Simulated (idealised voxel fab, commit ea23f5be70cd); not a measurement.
process module | voxel self aligned vias
cross-section cut | 215 nm wide | cells 5 nm
A cross-section is a grid of square cells, given in bands from the top down. A band is one or more rows of cells.
Each band's line starts with the height of the band's top and of its bottom, in nm. Then come its materials from left to right, each with its width in nm. One material with "throughout" fills the band from edge to edge. "air" is empty space.
Height 0 is the level under which the wafer as received is all one material. The lowest band goes on downwards, as in "0 down".
A width such as "30 to 40" changes by the same amount from each row of cells to the next, from the band's top row to its bottom row.
"no change" after a step means that no cell of the cross-section changed.
closed voids: empty space of 8 cells or more with no open way to the top, each as width x height at its distance from the left edge, in nm
after a step's settings: what the simulator itself notes on the step
overlay nm, on a step with a mask: how far to the right of its planned place the mask lay; to the left if negative
plan
1 op RECEIVE | material Si
2 op CONFORMAL_DEP | material SiO2 | thk nm 10
3 op CONFORMAL_DEP | material SiCN | thk nm 5
4 op DIRECTIONAL_DEP | material lowk | thk nm 25
5 op PATTERN | tone open | mask id LINES | material resist | width nm 25 | pitch nm 55 | thk nm 20 | overlay nm 0
6 op DIRECTIONAL_ETCH | etch materials lowk | depth nm 25
7 op STRIP | etch materials resist
8 op CONFORMAL_DEP | material TiN | thk nm 5
9 op FILL_DEP | material W | thk nm 10
10 op CMP | height nm 40
11 op SELECTIVE_ETCH | etch materials W Ru TiN | depth nm 5
12 op FILL_DEP | material SiN | thk nm 5
13 op CMP | height nm 40
14 op DIRECTIONAL_DEP | material lowk | thk nm 20
15 op MASKED_ETCH | tone open | mask id VIAS | width nm 35 | pitch nm 110 | etch materials lowk | depth nm 20 | overlay nm 0
16 op MASKED_ETCH | tone open | mask id VIAS | width nm 35 | pitch nm 110 | etch materials SiN | depth nm 5 | overlay nm 0
17 op CONFORMAL_DEP | material TiN | thk nm 5
18 op FILL_DEP | material W | thk nm 10
19 op CMP | height nm 60
20 op CONFORMAL_DEP | material SiN | thk nm 5
first wafer, as planned
as received, after step 1
  0 down: Si throughout
  closed voids: none
after step 2
  10 to 0: SiO2 throughout
  below 0: unchanged
after step 3
  15 to 10: SiCN throughout
  below 10: unchanged
after step 4
  40 to 15: lowk throughout
  below 15: unchanged
after step 5
  60 to 40: resist 40 | air 25 | resist 30 | air 25 | resist 30 | air 25 | resist 40
  below 40: unchanged
after step 6
  60 to 40: resist 40 | air 25 | resist 30 | air 25 | resist 30 | air 25 | resist 40
  40 to 15: lowk 40 | air 25 | lowk 30 | air 25 | lowk 30 | air 25 | lowk 40
  below 15: unchanged
after step 7
  40 to 15: lowk 40 | air 25 | lowk 30 | air 25 | lowk 30 | air 25 | lowk 40
  below 15: unchanged
after step 8
  45 to 40: TiN 45 | air 15 | TiN 40 | air 15 | TiN 40 | air 15 | TiN 45
  40 to 20: lowk 40 | TiN 5 | air 15 | TiN 5 | lowk 30 | TiN 5 | air 15 | TiN 5 | lowk 30 | TiN 5 | air 15 | TiN 5 | lowk 40
  20 to 15: lowk 40 | TiN 25 | lowk 30 | TiN 25 | lowk 30 | TiN 25 | lowk 40
  below 15: unchanged
after step 9
  55 to 45: W throughout
  45 to 40: TiN 45 | W 15 | TiN 40 | W 15 | TiN 40 | W 15 | TiN 45
  40 to 20: lowk 40 | TiN 5 | W 15 | TiN 5 | lowk 30 | TiN 5 | W 15 | TiN 5 | lowk 30 | TiN 5 | W 15 | TiN 5 | lowk 40
  below 20: unchanged
after step 10
  40 to 20: lowk 40 | TiN 5 | W 15 | TiN 5 | lowk 30 | TiN 5 | W 15 | TiN 5 | lowk 30 | TiN 5 | W 15 | TiN 5 | lowk 40
  below 20: unchanged
after step 11
  40 to 35: lowk 40 | air 25 | lowk 30 | air 25 | lowk 30 | air 25 | lowk 40
  below 35: unchanged
after step 12
  45 to 40: SiN throughout
  40 to 35: lowk 40 | SiN 25 | lowk 30 | SiN 25 | lowk 30 | SiN 25 | lowk 40
  below 35: unchanged
after step 13
  40 to 35: lowk 40 | SiN 25 | lowk 30 | SiN 25 | lowk 30 | SiN 25 | lowk 40
  below 35: unchanged
after step 14
  60 to 40: lowk throughout
  below 40: unchanged
after step 15
  60 to 40: lowk 35 | air 35 | lowk 75 | air 35 | lowk 35
  below 40: unchanged
after step 16
  60 to 40: lowk 35 | air 35 | lowk 75 | air 35 | lowk 35
  40 to 35: lowk 40 | air 25 | lowk 30 | SiN 25 | lowk 30 | air 25 | lowk 40
  below 35: unchanged
after step 17
  65 to 60: TiN 40 | air 25 | TiN 85 | air 25 | TiN 40
  60 to 45: lowk 35 | TiN 5 | air 25 | TiN 5 | lowk 75 | TiN 5 | air 25 | TiN 5 | lowk 35
  45 to 40: lowk 35 | TiN 10 | air 15 | TiN 10 | lowk 75 | TiN 10 | air 15 | TiN 10 | lowk 35
  40 to 35: lowk 40 | TiN 25 | lowk 30 | SiN 25 | lowk 30 | TiN 25 | lowk 40
  below 35: unchanged
after step 18
  75 to 65: W throughout
  65 to 60: TiN 40 | W 25 | TiN 85 | W 25 | TiN 40
  60 to 45: lowk 35 | TiN 5 | W 25 | TiN 5 | lowk 75 | TiN 5 | W 25 | TiN 5 | lowk 35
  45 to 40: lowk 35 | TiN 10 | W 15 | TiN 10 | lowk 75 | TiN 10 | W 15 | TiN 10 | lowk 35
  below 40: unchanged
after step 19
  60 to 45: lowk 35 | TiN 5 | W 25 | TiN 5 | lowk 75 | TiN 5 | W 25 | TiN 5 | lowk 35
  below 45: unchanged
after step 20
  65 to 60: SiN throughout
  below 60: unchanged
second wafer: like start, like plan, one mistake. Through step 4 it matches the first wafer
when step 5 should have ended
  60 to 40: resist 45 | air 15 | resist 40 | air 15 | resist 40 | air 15 | resist 45
  below 40: unchanged
when step 6 should have ended
  60 to 40: resist 45 | air 15 | resist 40 | air 15 | resist 40 | air 15 | resist 45
  40 to 15: lowk 45 | air 15 | lowk 40 | air 15 | lowk 40 | air 15 | lowk 45
  below 15: unchanged
when step 7 should have ended
  40 to 15: lowk 45 | air 15 | lowk 40 | air 15 | lowk 40 | air 15 | lowk 45
  below 15: unchanged
when step 8 should have ended
  45 to 40: TiN 50 | air 5 | TiN 50 | air 5 | TiN 50 | air 5 | TiN 50
  40 to 20: lowk 45 | TiN 5 | air 5 | TiN 5 | lowk 40 | TiN 5 | air 5 | TiN 5 | lowk 40 | TiN 5 | air 5 | TiN 5 | lowk 45
  20 to 15: lowk 45 | TiN 15 | lowk 40 | TiN 15 | lowk 40 | TiN 15 | lowk 45
  below 15: unchanged
when step 9 should have ended
  55 to 45: W throughout
  45 to 40: TiN 50 | W 5 | TiN 50 | W 5 | TiN 50 | W 5 | TiN 50
  40 to 20: lowk 45 | TiN 5 | W 5 | TiN 5 | lowk 40 | TiN 5 | W 5 | TiN 5 | lowk 40 | TiN 5 | W 5 | TiN 5 | lowk 45
  below 20: unchanged
when step 10 should have ended
  40 to 20: lowk 45 | TiN 5 | W 5 | TiN 5 | lowk 40 | TiN 5 | W 5 | TiN 5 | lowk 40 | TiN 5 | W 5 | TiN 5 | lowk 45
  below 20: unchanged
when step 11 should have ended
  40 to 35: lowk 45 | air 15 | lowk 40 | air 15 | lowk 40 | air 15 | lowk 45
  below 35: unchanged
when step 12 should have ended
  45 to 40: SiN throughout
  40 to 35: lowk 45 | SiN 15 | lowk 40 | SiN 15 | lowk 40 | SiN 15 | lowk 45
  below 35: unchanged
when step 13 should have ended
  40 to 35: lowk 45 | SiN 15 | lowk 40 | SiN 15 | lowk 40 | SiN 15 | lowk 45
  below 35: unchanged
when step 14 should have ended
  60 to 40: lowk throughout
  below 40: unchanged
when step 15 should have ended
  60 to 40: lowk 35 | air 35 | lowk 75 | air 35 | lowk 35
  below 40: unchanged
when step 16 should have ended
  60 to 40: lowk 35 | air 35 | lowk 75 | air 35 | lowk 35
  40 to 35: lowk 45 | air 15 | lowk 40 | SiN 15 | lowk 40 | air 15 | lowk 45
  below 35: unchanged
when step 17 should have ended
  65 to 60: TiN 40 | air 25 | TiN 85 | air 25 | TiN 40
  60 to 45: lowk 35 | TiN 5 | air 25 | TiN 5 | lowk 75 | TiN 5 | air 25 | TiN 5 | lowk 35
  45 to 40: lowk 35 | TiN 15 | air 5 | TiN 15 | lowk 75 | TiN 15 | air 5 | TiN 15 | lowk 35
  40 to 35: lowk 45 | TiN 15 | lowk 40 | SiN 15 | lowk 40 | TiN 15 | lowk 45
  below 35: unchanged
when step 18 should have ended
  75 to 65: W throughout
  65 to 60: TiN 40 | W 25 | TiN 85 | W 25 | TiN 40
  60 to 45: lowk 35 | TiN 5 | W 25 | TiN 5 | lowk 75 | TiN 5 | W 25 | TiN 5 | lowk 35
  45 to 40: lowk 35 | TiN 15 | W 5 | TiN 15 | lowk 75 | TiN 15 | W 5 | TiN 15 | lowk 35
  below 40: unchanged
when step 19 should have ended
  60 to 45: lowk 35 | TiN 5 | W 25 | TiN 5 | lowk 75 | TiN 5 | W 25 | TiN 5 | lowk 35
  below 45: unchanged
when step 20 should have ended
  65 to 60: SiN throughout
  below 60: unchanged
what went wrong: step 5 ran as: op PATTERN | tone open | mask id LINES | material resist | width nm 15 | pitch nm 55 | thk nm 20 | overlay nm 0
at the end the second wafer has, in cells: 2 fewer of SiN | 6 fewer of TiN | 22 fewer of W | 30 more of lowk
